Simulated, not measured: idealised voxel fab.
A process module follows: voxel wiring stack.
The cross-section shown here is cut; it is 270 nm wide and divided into square cells measuring 5 nm on a side.
For the purposes of this document, a cross-section shall be understood as a grid of square cells, specified as bands listed in top-to-bottom order, each band consisting of one or more rows of cells. Look at the band entry: it leads with the top's height and the bottom's height in nm. Then it lists the materials left to right, with a width in nm for each. The word "everywhere" on a single material says that material fills the band edge to edge. The word "empty" is empty space. Height reference: 0 = level under which incoming wafer is all one material. Lowest band: no bottom, runs on downward, e.g. "0 -> down". Quick explanation for "30..40": the width changes in equal steps down the rows of cells, from the first number in the band's top row to the second number in its bottom row. Take "no alteration" at face value: in the step it is given for, the cross-section changed in none of its cells. Listed in "Unvented internal voids": every empty space of 8 or more cells without an open way to the top. Form: width x height at distance, the distance being from the left edge, all in nm. That trailing text on a step's line, after the settings, is the simulator's own remark on the step. "overlay nm", when on a step's line for a step with a mask, measures how far to the right of its planned place the mask lay; a negative measure means to the left.

[Process steps (planned)]
1: op RECEIVE | material Si
2: op CONFORMAL_DEP | material SiO2 | thk nm 15
3: op CONFORMAL_DEP | material SiCN | thk nm 5
4: op DIRECTIONAL_DEP | material SiO2 | thk nm 20
5: op PATTERN | tone open | mask id METAL_1 | material resist | width nm 25 | pitch nm 45 | thk nm 20 | overlay nm 0
6: op DIRECTIONAL_ETCH | etch materials SiO2 | depth nm 20
7: op DIRECTIONAL_ETCH | etch materials SiCN | depth nm 5
8: op STRIP | etch materials resist
9: op CONFORMAL_DEP | material TiN | thk nm 5
10: op FILL_DEP | material Ru | thk nm 5
11: op CMP | height nm 40
12: op CONFORMAL_DEP | material SiCN | thk nm 5
13: op DIRECTIONAL_DEP | material SiO2 | thk nm 10
14: op PATTERN | tone open | mask id PLUG_1 | material resist | width nm 15 | pitch nm 45 | thk nm 20 | overlay nm 0
15: op DIRECTIONAL_ETCH | etch materials SiO2 | depth nm 10
16: op DIRECTIONAL_ETCH | etch materials SiCN | depth nm 5
17: op STRIP | etch materials resist
18: op EPI | material Ru | thk nm 10
19: op EPI | material Ru | thk nm 5
20: op CONFORMAL_DEP | material SiN | thk nm 5
21: op DIRECTIONAL_DEP | material lowk | thk nm 20
22: op PATTERN | tone open | mask id METAL_2 | material resist | width nm 25 | pitch nm 45 | thk nm 20 | overlay nm 0
23: op DIRECTIONAL_ETCH | etch materials lowk | depth nm 20
24: op DIRECTIONAL_ETCH | etch materials SiN | depth nm 5
25: op STRIP | etch materials resist
26: op CONFORMAL_DEP | material TiN | thk nm 5
27: op FILL_DEP | material Cu | thk nm 5
28: op CMP | height nm 80
29: op CONFORMAL_DEP | material SiCN | thk nm 5
30: op DIRECTIONAL_DEP | material lowk | thk nm 30
31: op MASKED_ETCH | tone open | mask id METAL_3_HOLES | width nm 15 | pitch nm 90 | etch materials lowk | depth nm 30 | overlay nm 0
32: op DIRECTIONAL_DEP | material aC | thk nm 10
33: op PATTERN | tone open | mask id METAL_3 | material resist | width nm 25 | pitch nm 45 | thk nm 25 | overlay nm 0
34: op DIRECTIONAL_ETCH | etch materials aC | depth nm 10
35: op STRIP | etch materials resist
36: op DIRECTIONAL_ETCH | etch materials lowk | depth nm 15
37: op DIRECTIONAL_ETCH | etch materials SiCN | depth nm 5
38: op STRIP | etch materials aC
39: op CONFORMAL_DEP | material TiN | thk nm 5
40: op FILL_DEP | material Cu | thk nm 10
41: op CMP | height nm 115
42: op CONFORMAL_DEP | material SiN | thk nm 5

[The first of two wafers, run as planned]

[as received, after step 1]
	0 -> down  Si everywhere
	Unvented internal voids: none

[Upon completion of step 2, the wafer appears in cross-section as shown]
	15 -> 0  SiO2 everywhere
	Anything lower than 0 is untouched.

[Upon completion of step 3, the wafer appears in cross-section as shown]
	20 -> 15  SiCN everywhere
	Anything lower than 15 is untouched.

[Upon completion of step 4, the wafer appears in cross-section as shown]
	40 -> 20  SiO2 everywhere
	Anything lower than 20 is untouched.

[Upon completion of step 5, the wafer appears in cross-section as shown]
	60 -> 40  55 resist, 25 empty, 20 resist, 25 empty, 20 resist, 25 empty, 20 resist, 25 empty, 55 resist
	Anything lower than 40 is untouched.

[Upon completion of step 6, the wafer appears in cross-section as shown]
	60 -> 40  55 resist, 25 empty, 20 resist, 25 empty, 20 resist, 25 empty, 20 resist, 25 empty, 55 resist
	40 -> 20  55 SiO2, 25 empty, 20 SiO2, 25 empty, 20 SiO2, 25 empty, 20 SiO2, 25 empty, 55 SiO2
	Anything lower than 20 is untouched.

[Upon completion of step 7, the wafer appears in cross-section as shown]
	60 -> 40  55 resist, 25 empty, 20 resist, 25 empty, 20 resist, 25 empty, 20 resist, 25 empty, 55 resist
	40 -> 20  55 SiO2, 25 empty, 20 SiO2, 25 empty, 20 SiO2, 25 empty, 20 SiO2, 25 empty, 55 SiO2
	20 -> 15  55 SiCN, 25 empty, 20 SiCN, 25 empty, 20 SiCN, 25 empty, 20 SiCN, 25 empty, 55 SiCN
	Anything lower than 15 is untouched.

[Upon completion of step 8, the wafer appears in cross-section as shown]
	40 -> 20  55 SiO2, 25 empty, 20 SiO2, 25 empty, 20 SiO2, 25 empty, 20 SiO2, 25 empty, 55 SiO2
	Anything lower than 20 is untouched.

[Upon completion of step 9, the wafer appears in cross-section as shown]
	45 -> 40  60 TiN, 15 empty, 30 TiN, 15 empty, 30 TiN, 15 empty, 30 TiN, 15 empty, 60 TiN
	40 -> 20  55 SiO2, 5 TiN, 15 empty, 5 TiN, 20 SiO2, 5 TiN, 15 empty, 5 TiN, 20 SiO2, 5 TiN, 15 empty, 5 TiN, 20 SiO2, 5 TiN, 15 empty, 5 TiN, 55 SiO2
	20 -> 15  55 SiCN, 25 TiN, 20 SiCN, 25 TiN, 20 SiCN, 25 TiN, 20 SiCN, 25 TiN, 55 SiCN
	Anything lower than 15 is untouched.

[Upon completion of step 10, the wafer appears in cross-section as shown]
	50 -> 45  Ru everywhere
	45 -> 40  60 TiN, 15 Ru, 30 TiN, 15 Ru, 30 TiN, 15 Ru, 30 TiN, 15 Ru, 60 TiN
	40 -> 20  55 SiO2, 5 TiN, 15 Ru, 5 TiN, 20 SiO2, 5 TiN, 15 Ru, 5 TiN, 20 SiO2, 5 TiN, 15 Ru, 5 TiN, 20 SiO2, 5 TiN, 15 Ru, 5 TiN, 55 SiO2
	Anything lower than 20 is untouched.

[Upon completion of step 11, the wafer appears in cross-section as shown]
	40 -> 20  55 SiO2, 5 TiN, 15 Ru, 5 TiN, 20 SiO2, 5 TiN, 15 Ru, 5 TiN, 20 SiO2, 5 TiN, 15 Ru, 5 TiN, 20 SiO2, 5 TiN, 15 Ru, 5 TiN, 55 SiO2
	Anything lower than 20 is untouched.

[Upon completion of step 12, the wafer appears in cross-section as shown]
	45 -> 40  SiCN everywhere
	Anything lower than 40 is untouched.

[Upon completion of step 13, the wafer appears in cross-section as shown]
	55 -> 45  SiO2 everywhere
	Anything lower than 45 is untouched.

[Upon completion of step 14, the wafer appears in cross-section as shown]
	75 -> 55  55 resist, 15 empty, 30 resist, 15 empty, 30 resist, 15 empty, 30 resist, 15 empty, 65 resist
	Anything lower than 55 is untouched.

[Upon completion of step 15, the wafer appears in cross-section as shown]
	75 -> 55  55 resist, 15 empty, 30 resist, 15 empty, 30 resist, 15 empty, 30 resist, 15 empty, 65 resist
	55 -> 45  55 SiO2, 15 empty, 30 SiO2, 15 empty, 30 SiO2, 15 empty, 30 SiO2, 15 empty, 65 SiO2
	Anything lower than 45 is untouched.

[Upon completion of step 16, the wafer appears in cross-section as shown]
	75 -> 55  55 resist, 15 empty, 30 resist, 15 empty, 30 resist, 15 empty, 30 resist, 15 empty, 65 resist
	55 -> 45  55 SiO2, 15 empty, 30 SiO2, 15 empty, 30 SiO2, 15 empty, 30 SiO2, 15 empty, 65 SiO2
	45 -> 40  55 SiCN, 15 empty, 30 SiCN, 15 empty, 30 SiCN, 15 empty, 30 SiCN, 15 empty, 65 SiCN
	Anything lower than 40 is untouched.

[Upon completion of step 17, the wafer appears in cross-section as shown]
	55 -> 45  55 SiO2, 15 empty, 30 SiO2, 15 empty, 30 SiO2, 15 empty, 30 SiO2, 15 empty, 65 SiO2
	Anything lower than 45 is untouched.

[Upon completion of step 18, the wafer appears in cross-section as shown]
	55 -> 50  55 SiO2, 15 empty, 30 SiO2, 15 empty, 30 SiO2, 15 empty, 30 SiO2, 15 empty, 65 SiO2
	50 -> 45  55 SiO2, 15 Ru, 30 SiO2, 15 Ru, 30 SiO2, 15 Ru, 30 SiO2, 15 Ru, 65 SiO2
	45 -> 40  55 SiCN, 15 Ru, 30 SiCN, 15 Ru, 30 SiCN, 15 Ru, 30 SiCN, 15 Ru, 65 SiCN
	Anything lower than 40 is untouched.

[Upon completion of step 19, the wafer appears in cross-section as shown]
	55 -> 45  55 SiO2, 15 Ru, 30 SiO2, 15 Ru, 30 SiO2, 15 Ru, 30 SiO2, 15 Ru, 65 SiO2
	Anything lower than 45 is untouched.

[Upon completion of step 20, the wafer appears in cross-section as shown]
	60 -> 55  SiN everywhere
	Anything lower than 55 is untouched.

[Upon completion of step 21, the wafer appears in cross-section as shown]
	80 -> 60  lowk everywhere
	Anything lower than 60 is untouched.

[Upon completion of step 22, the wafer appears in cross-section as shown]
	100 -> 80  55 resist, 25 empty, 20 resist, 25 empty, 20 resist, 25 empty, 20 resist, 25 empty, 55 resist
	Anything lower than 80 is untouched.

[Upon completion of step 23, the wafer appears in cross-section as shown]
	100 -> 80  55 resist, 25 empty, 20 resist, 25 empty, 20 resist, 25 empty, 20 resist, 25 empty, 55 resist
	80 -> 60  55 lowk, 25 empty, 20 lowk, 25 empty, 20 lowk, 25 empty, 20 lowk, 25 empty, 55 lowk
	Anything lower than 60 is untouched.

[Upon completion of step 24, the wafer appears in cross-section as shown]
	100 -> 80  55 resist, 25 empty, 20 resist, 25 empty, 20 resist, 25 empty, 20 resist, 25 empty, 55 resist
	80 -> 60  55 lowk, 25 empty, 20 lowk, 25 empty, 20 lowk, 25 empty, 20 lowk, 25 empty, 55 lowk
	60 -> 55  55 SiN, 25 empty, 20 SiN, 25 empty, 20 SiN, 25 empty, 20 SiN, 25 empty, 55 SiN
	Anything lower than 55 is untouched.

[Upon completion of step 25, the wafer appears in cross-section as shown]
	80 -> 60  55 lowk, 25 empty, 20 lowk, 25 empty, 20 lowk, 25 empty, 20 lowk, 25 empty, 55 lowk
	Anything lower than 60 is untouched.

[Upon completion of step 26, the wafer appears in cross-section as shown]
	85 -> 80  60 TiN, 15 empty, 30 TiN, 15 empty, 30 TiN, 15 empty, 30 TiN, 15 empty, 60 TiN
	80 -> 60  55 lowk, 5 TiN, 15 empty, 5 TiN, 20 lowk, 5 TiN, 15 empty, 5 TiN, 20 lowk, 5 TiN, 15 empty, 5 TiN, 20 lowk, 5 TiN, 15 empty, 5 TiN, 55 lowk
	60 -> 55  55 SiN, 25 TiN, 20 SiN, 25 TiN, 20 SiN, 25 TiN, 20 SiN, 25 TiN, 55 SiN
	Anything lower than 55 is untouched.

[Upon completion of step 27, the wafer appears in cross-section as shown]
	90 -> 85  Cu everywhere
	85 -> 80  60 TiN, 15 Cu, 30 TiN, 15 Cu, 30 TiN, 15 Cu, 30 TiN, 15 Cu, 60 TiN
	80 -> 60  55 lowk, 5 TiN, 15 Cu, 5 TiN, 20 lowk, 5 TiN, 15 Cu, 5 TiN, 20 lowk, 5 TiN, 15 Cu, 5 TiN, 20 lowk, 5 TiN, 15 Cu, 5 TiN, 55 lowk
	Anything lower than 60 is untouched.

[Upon completion of step 28, the wafer appears in cross-section as shown]
	80 -> 60  55 lowk, 5 TiN, 15 Cu, 5 TiN, 20 lowk, 5 TiN, 15 Cu, 5 TiN, 20 lowk, 5 TiN, 15 Cu, 5 TiN, 20 lowk, 5 TiN, 15 Cu, 5 TiN, 55 lowk
	Anything lower than 60 is untouched.

[Upon completion of step 29, the wafer appears in cross-section as shown]
	85 -> 80  SiCN everywhere
	Anything lower than 80 is untouched.

[Upon completion of step 30, the wafer appears in cross-section as shown]
	115 -> 85  lowk everywhere
	Anything lower than 85 is untouched.

[Upon completion of step 31, the wafer appears in cross-section as shown]
	115 -> 85  55 lowk, 15 empty, 75 lowk, 15 empty, 110 lowk
	Anything lower than 85 is untouched.

[Upon completion of step 32, the wafer appears in cross-section as shown]
	125 -> 115  55 aC, 15 empty, 75 aC, 15 empty, 110 aC
	115 -> 95  55 lowk, 15 empty, 75 lowk, 15 empty, 110 lowk
	95 -> 85  55 lowk, 15 aC, 75 lowk, 15 aC, 110 lowk
	Anything lower than 85 is untouched.

[Upon completion of step 33, the wafer appears in cross-section as shown]
	150 -> 125  55 resist, 25 empty, 20 resist, 25 empty, 20 resist, 25 empty, 20 resist, 25 empty, 55 resist
	Anything lower than 125 is untouched.

[Upon completion of step 34, the wafer appears in cross-section as shown]
	140 -> 125  55 resist, 25 empty, 20 resist, 25 empty, 20 resist, 25 empty, 20 resist, 25 empty, 55 resist
	125 -> 115  55 aC, 25 empty, 20 aC, 25 empty, 20 aC, 25 empty, 20 aC, 25 empty, 55 aC
	115 -> 85  55 lowk, 15 empty, 75 lowk, 15 empty, 110 lowk
	Anything lower than 85 is untouched.

[Upon completion of step 35, the wafer appears in cross-section as shown]
	125 -> 115  55 aC, 25 empty, 20 aC, 25 empty, 20 aC, 25 empty, 20 aC, 25 empty, 55 aC
	Anything lower than 115 is untouched.

[Upon completion of step 36, the wafer appears in cross-section as shown]
	125 -> 115  55 aC, 25 empty, 20 aC, 25 empty, 20 aC, 25 empty, 20 aC, 25 empty, 55 aC
	115 -> 100  55 lowk, 25 empty, 20 lowk, 25 empty, 20 lowk, 25 empty, 20 lowk, 25 empty, 55 lowk
	Anything lower than 100 is untouched.

[Upon completion of step 37, the wafer appears in cross-section as shown]
	125 -> 115  55 aC, 25 empty, 20 aC, 25 empty, 20 aC, 25 empty, 20 aC, 25 empty, 55 aC
	115 -> 100  55 lowk, 25 empty, 20 lowk, 25 empty, 20 lowk, 25 empty, 20 lowk, 25 empty, 55 lowk
	100 -> 85  55 lowk, 15 empty, 75 lowk, 15 empty, 110 lowk
	85 -> 80  55 SiCN, 15 empty, 75 SiCN, 15 empty, 110 SiCN
	Anything lower than 80 is untouched.

[Upon completion of step 38, the wafer appears in cross-section as shown]
	115 -> 100  55 lowk, 25 empty, 20 lowk, 25 empty, 20 lowk, 25 empty, 20 lowk, 25 empty, 55 lowk
	Anything lower than 100 is untouched.

[Upon completion of step 39, the wafer appears in cross-section as shown]
	120 -> 115  60 TiN, 15 empty, 30 TiN, 15 empty, 30 TiN, 15 empty, 30 TiN, 15 empty, 60 TiN
	115 -> 105  55 lowk, 5 TiN, 15 empty, 5 TiN, 20 lowk, 5 TiN, 15 empty, 5 TiN, 20 lowk, 5 TiN, 15 empty, 5 TiN, 20 lowk, 5 TiN, 15 empty, 5 TiN, 55 lowk
	105 -> 100  55 lowk, 5 TiN, 5 empty, 15 TiN, 20 lowk, 25 TiN, 20 lowk, 5 TiN, 5 empty, 15 TiN, 20 lowk, 25 TiN, 55 lowk
	100 -> 85  55 lowk, 5 TiN, 5 empty, 5 TiN, 75 lowk, 5 TiN, 5 empty, 5 TiN, 110 lowk
	85 -> 80  55 SiCN, 15 TiN, 75 SiCN, 15 TiN, 110 SiCN
	Anything lower than 80 is untouched.

[Upon completion of step 40, the wafer appears in cross-section as shown]
	130 -> 120  Cu everywhere
	120 -> 115  60 TiN, 15 Cu, 30 TiN, 15 Cu, 30 TiN, 15 Cu, 30 TiN, 15 Cu, 60 TiN
	115 -> 105  55 lowk, 5 TiN, 15 Cu, 5 TiN, 20 lowk, 5 TiN, 15 Cu, 5 TiN, 20 lowk, 5 TiN, 15 Cu, 5 TiN, 20 lowk, 5 TiN, 15 Cu, 5 TiN, 55 lowk
	105 -> 100  55 lowk, 5 TiN, 5 Cu, 15 TiN, 20 lowk, 25 TiN, 20 lowk, 5 TiN, 5 Cu, 15 TiN, 20 lowk, 25 TiN, 55 lowk
	100 -> 85  55 lowk, 5 TiN, 5 Cu, 5 TiN, 75 lowk, 5 TiN, 5 Cu, 5 TiN, 110 lowk
	Anything lower than 85 is untouched.

[Upon completion of step 41, the wafer appears in cross-section as shown]
	115 -> 105  55 lowk, 5 TiN, 15 Cu, 5 TiN, 20 lowk, 5 TiN, 15 Cu, 5 TiN, 20 lowk, 5 TiN, 15 Cu, 5 TiN, 20 lowk, 5 TiN, 15 Cu, 5 TiN, 55 lowk
	Anything lower than 105 is untouched.

[Upon completion of step 42, the wafer appears in cross-section as shown]
	120 -> 115  SiN everywhere
	Anything lower than 115 is untouched.

[Second wafer. Start and plan as for the first. One mistake made in running. Agrees with the first up to and including step 21]

[Second wafer, cut view, end of step 22 per plan]
	100 -> 80  55 empty, 25 resist, 20 empty, 25 resist, 20 empty, 25 resist, 20 empty, 25 resist, 55 empty
	Anything lower than 80 is untouched.

[Second wafer, cut view, end of step 23 per plan]
	100 -> 80  55 empty, 25 resist, 20 empty, 25 resist, 20 empty, 25 resist, 20 empty, 25 resist, 55 empty
	80 -> 60  55 empty, 25 lowk, 20 empty, 25 lowk, 20 empty, 25 lowk, 20 empty, 25 lowk, 55 empty
	Anything lower than 60 is untouched.

[Second wafer, cut view, end of step 24 per plan]
	100 -> 80  55 empty, 25 resist, 20 empty, 25 resist, 20 empty, 25 resist, 20 empty, 25 resist, 55 empty
	80 -> 60  55 empty, 25 lowk, 20 empty, 25 lowk, 20 empty, 25 lowk, 20 empty, 25 lowk, 55 empty
	60 -> 55  55 empty, 25 SiN, 20 empty, 25 SiN, 20 empty, 25 SiN, 20 empty, 25 SiN, 55 empty
	Anything lower than 55 is untouched.

[Second wafer, cut view, end of step 25 per plan]
	80 -> 60  55 empty, 25 lowk, 20 empty, 25 lowk, 20 empty, 25 lowk, 20 empty, 25 lowk, 55 empty
	Anything lower than 60 is untouched.

[Second wafer, cut view, end of step 26 per plan]
	85 -> 80  50 empty, 35 TiN, 10 empty, 35 TiN, 10 empty, 35 TiN, 10 empty, 35 TiN, 50 empty
	80 -> 60  50 empty, 5 TiN, 25 lowk, 5 TiN, 10 empty, 5 TiN, 25 lowk, 5 TiN, 10 empty, 5 TiN, 25 lowk, 5 TiN, 10 empty, 5 TiN, 25 lowk, 5 TiN, 50 empty
	60 -> 55  55 TiN, 25 SiN, 20 TiN, 25 SiN, 20 TiN, 25 SiN, 20 TiN, 25 SiN, 55 TiN
	Anything lower than 55 is untouched.

[Second wafer, cut view, end of step 27 per plan]
	90 -> 85  Cu everywhere
	85 -> 80  50 Cu, 35 TiN, 10 Cu, 35 TiN, 10 Cu, 35 TiN, 10 Cu, 35 TiN, 50 Cu
	80 -> 60  50 Cu, 5 TiN, 25 lowk, 5 TiN, 10 Cu, 5 TiN, 25 lowk, 5 TiN, 10 Cu, 5 TiN, 25 lowk, 5 TiN, 10 Cu, 5 TiN, 25 lowk, 5 TiN, 50 Cu
	Anything lower than 60 is untouched.

[Second wafer, cut view, end of step 28 per plan]
	80 -> 60  50 Cu, 5 TiN, 25 lowk, 5 TiN, 10 Cu, 5 TiN, 25 lowk, 5 TiN, 10 Cu, 5 TiN, 25 lowk, 5 TiN, 10 Cu, 5 TiN, 25 lowk, 5 TiN, 50 Cu
	Anything lower than 60 is untouched.

[Second wafer, cut view, end of step 29 per plan]
	85 -> 80  SiCN everywhere
	Anything lower than 80 is untouched.

[Second wafer, cut view, end of step 30 per plan]
	115 -> 85  lowk everywhere
	Anything lower than 85 is untouched.

[Second wafer, cut view, end of step 31 per plan]
	115 -> 85  55 lowk, 15 empty, 75 lowk, 15 empty, 110 lowk
	Anything lower than 85 is untouched.

[Second wafer, cut view, end of step 32 per plan]
	125 -> 115  55 aC, 15 empty, 75 aC, 15 empty, 110 aC
	115 -> 95  55 lowk, 15 empty, 75 lowk, 15 empty, 110 lowk
	95 -> 85  55 lowk, 15 aC, 75 lowk, 15 aC, 110 lowk
	Anything lower than 85 is untouched.

[Second wafer, cut view, end of step 33 per plan]
	150 -> 125  55 resist, 25 empty, 20 resist, 25 empty, 20 resist, 25 empty, 20 resist, 25 empty, 55 resist
	Anything lower than 125 is untouched.

[Second wafer, cut view, end of step 34 per plan]
	140 -> 125  55 resist, 25 empty, 20 resist, 25 empty, 20 resist, 25 empty, 20 resist, 25 empty, 55 resist
	125 -> 115  55 aC, 25 empty, 20 aC, 25 empty, 20 aC, 25 empty, 20 aC, 25 empty, 55 aC
	115 -> 85  55 lowk, 15 empty, 75 lowk, 15 empty, 110 lowk
	Anything lower than 85 is untouched.

[Second wafer, cut view, end of step 35 per plan]
	125 -> 115  55 aC, 25 empty, 20 aC, 25 empty, 20 aC, 25 empty, 20 aC, 25 empty, 55 aC
	Anything lower than 115 is untouched.

[Second wafer, cut view, end of step 36 per plan]
	125 -> 115  55 aC, 25 empty, 20 aC, 25 empty, 20 aC, 25 empty, 20 aC, 25 empty, 55 aC
	115 -> 100  55 lowk, 25 empty, 20 lowk, 25 empty, 20 lowk, 25 empty, 20 lowk, 25 empty, 55 lowk
	Anything lower than 100 is untouched.

[Second wafer, cut view, end of step 37 per plan]
	125 -> 115  55 aC, 25 empty, 20 aC, 25 empty, 20 aC, 25 empty, 20 aC, 25 empty, 55 aC
	115 -> 100  55 lowk, 25 empty, 20 lowk, 25 empty, 20 lowk, 25 empty, 20 lowk, 25 empty, 55 lowk
	100 -> 85  55 lowk, 15 empty, 75 lowk, 15 empty, 110 lowk
	85 -> 80  55 SiCN, 15 empty, 75 SiCN, 15 empty, 110 SiCN
	Anything lower than 80 is untouched.

[Second wafer, cut view, end of step 38 per plan]
	115 -> 100  55 lowk, 25 empty, 20 lowk, 25 empty, 20 lowk, 25 empty, 20 lowk, 25 empty, 55 lowk
	Anything lower than 100 is untouched.

[Second wafer, cut view, end of step 39 per plan]
	120 -> 115  60 TiN, 15 empty, 30 TiN, 15 empty, 30 TiN, 15 empty, 30 TiN, 15 empty, 60 TiN
	115 -> 105  55 lowk, 5 TiN, 15 empty, 5 TiN, 20 lowk, 5 TiN, 15 empty, 5 TiN, 20 lowk, 5 TiN, 15 empty, 5 TiN, 20 lowk, 5 TiN, 15 empty, 5 TiN, 55 lowk
	105 -> 100  55 lowk, 5 TiN, 5 empty, 15 TiN, 20 lowk, 25 TiN, 20 lowk, 5 TiN, 5 empty, 15 TiN, 20 lowk, 25 TiN, 55 lowk
	100 -> 85  55 lowk, 5 TiN, 5 empty, 5 TiN, 75 lowk, 5 TiN, 5 empty, 5 TiN, 110 lowk
	85 -> 80  55 SiCN, 15 TiN, 75 SiCN, 15 TiN, 110 SiCN
	Anything lower than 80 is untouched.

[Second wafer, cut view, end of step 40 per plan]
	130 -> 120  Cu everywhere
	120 -> 115  60 TiN, 15 Cu, 30 TiN, 15 Cu, 30 TiN, 15 Cu, 30 TiN, 15 Cu, 60 TiN
	115 -> 105  55 lowk, 5 TiN, 15 Cu, 5 TiN, 20 lowk, 5 TiN, 15 Cu, 5 TiN, 20 lowk, 5 TiN, 15 Cu, 5 TiN, 20 lowk, 5 TiN, 15 Cu, 5 TiN, 55 lowk
	105 -> 100  55 lowk, 5 TiN, 5 Cu, 15 TiN, 20 lowk, 25 TiN, 20 lowk, 5 TiN, 5 Cu, 15 TiN, 20 lowk, 25 TiN, 55 lowk
	100 -> 85  55 lowk, 5 TiN, 5 Cu, 5 TiN, 75 lowk, 5 TiN, 5 Cu, 5 TiN, 110 lowk
	Anything lower than 85 is untouched.

[Second wafer, cut view, end of step 41 per plan]
	115 -> 105  55 lowk, 5 TiN, 15 Cu, 5 TiN, 20 lowk, 5 TiN, 15 Cu, 5 TiN, 20 lowk, 5 TiN, 15 Cu, 5 TiN, 20 lowk, 5 TiN, 15 Cu, 5 TiN, 55 lowk
	Anything lower than 105 is untouched.

[Second wafer, cut view, end of step 42 per plan]
	120 -> 115  SiN everywhere
	Anything lower than 115 is untouched.
Nonconformance to the process plan: it should be noted that step 22 was executed with settings other than those planned, the operation and settings actually applied being op PATTERN | tone cover | mask id METAL_2 | material resist | width nm 25 | pitch nm 45 | thk nm 20 | overlay nm 0
End check, counted in cells, second wafer has more or fewer of these materials than the first: Cu: 56 more, SiN: 14 fewer, TiN: 14 more, lowk: 56 fewer
